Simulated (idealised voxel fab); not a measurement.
This section sets out a process module, namely voxel self aligned contacts.
cross-section cut | 215 nm wide | cells 5 nm
A cross-section is a grid of square cells, given in bands from the top down. A band is one or more rows of cells. Top, bottom (nm), then materials left to right with widths (nm); lone material tagged "all across" fills the whole band edge to edge; "blank" = empty space. Ref level 0: as-received wafer is one material below here. Bottom band extends down with no lower bound ("0 and below"). A width given as "30 to 40" starts at the first number in the band's top row and ends at the second number in its bottom row, shifting by an equal amount at every step from row to row. It should be understood that the words "everything unchanged", when stated for a given step, signify that the cross-section underwent no change in any of its cells during that step. "Voids, sealed" lists enclosed empty spaces (at least 8 cells, no open path upward to the top), each as width x height at distance from the left edge, in nm. That trailing text on a step's line, after the settings, is the simulator's own remark on the step. A step line may carry the setting "overlay nm", which, for steps involving a mask, states the distance by which the mask lay to the right of its intended position; negative values denote displacement to the left.

### These are the steps we planned for the process
1) RECEIVE,material Si
2) OXIDIZE,depth nm 5
3) DIRECTIONAL_DEP,material polySi,thk nm 25
4) DIRECTIONAL_DEP,material SiN,thk nm 25
5) MASKED_ETCH,tone cover,mask id GATE,width nm 25,pitch nm 65,etch materials SiN,depth nm 25,overlay nm 0
6) MASKED_ETCH,tone cover,mask id GATE,width nm 25,pitch nm 65,etch materials polySi,depth nm 25,overlay nm 0
7) CONFORMAL_DEP,material SiN,thk nm 10
8) DIRECTIONAL_ETCH,etch materials SiN,depth nm 10
9) FILL_DEP,material SiO2,thk nm 15
10) CMP,height nm 55
11) MASKED_ETCH,tone open,mask id CONTACT,width nm 50,pitch nm 65,etch materials SiO2,depth nm 60,overlay nm 0
12) CONFORMAL_DEP,material TiN,thk nm 5
13) FILL_DEP,material Ru,thk nm 10
14) CMP,height nm 55
15) CONFORMAL_DEP,material SiCN,thk nm 5

### So this is the incoming wafer in cross-section - it's already been through step 1
* 0 and below  Si all across
* Voids, sealed: none

### Post-module cross-section: identical start and plan to those above, one misstep in execution
* 60 down to 55  SiCN all across
* 55 down to 50  50 nm SiO2, 20 nm TiN, 10 nm Ru, 20 nm TiN, 15 nm SiO2, 20 nm TiN, 10 nm Ru, 20 nm TiN, 50 nm SiO2
* 50 down to 25  20 nm SiO2, 45 nm SiN, 5 nm TiN, 10 nm Ru, 5 nm TiN, 45 nm SiN, 5 nm TiN, 10 nm Ru, 5 nm TiN, 45 nm SiN, 20 nm SiO2
* 25 down to 5  20 nm SiO2, 10 nm SiN, 25 nm polySi, 10 nm SiN, 5 nm TiN, 10 nm Ru, 5 nm TiN, 10 nm SiN, 25 nm polySi, 10 nm SiN, 5 nm TiN, 10 nm Ru, 5 nm TiN, 10 nm SiN, 25 nm polySi, 10 nm SiN, 20 nm SiO2
* 5 down to 0  20 nm SiO2, 10 nm SiN, 25 nm polySi, 10 nm SiN, 20 nm TiN, 10 nm SiN, 25 nm polySi, 10 nm SiN, 20 nm TiN, 10 nm SiN, 25 nm polySi, 10 nm SiN, 20 nm SiO2
* 0 and below  Si all across
* Voids, sealed: none
Error vs. plan: step 2 from the plan never happened, it was just skipped
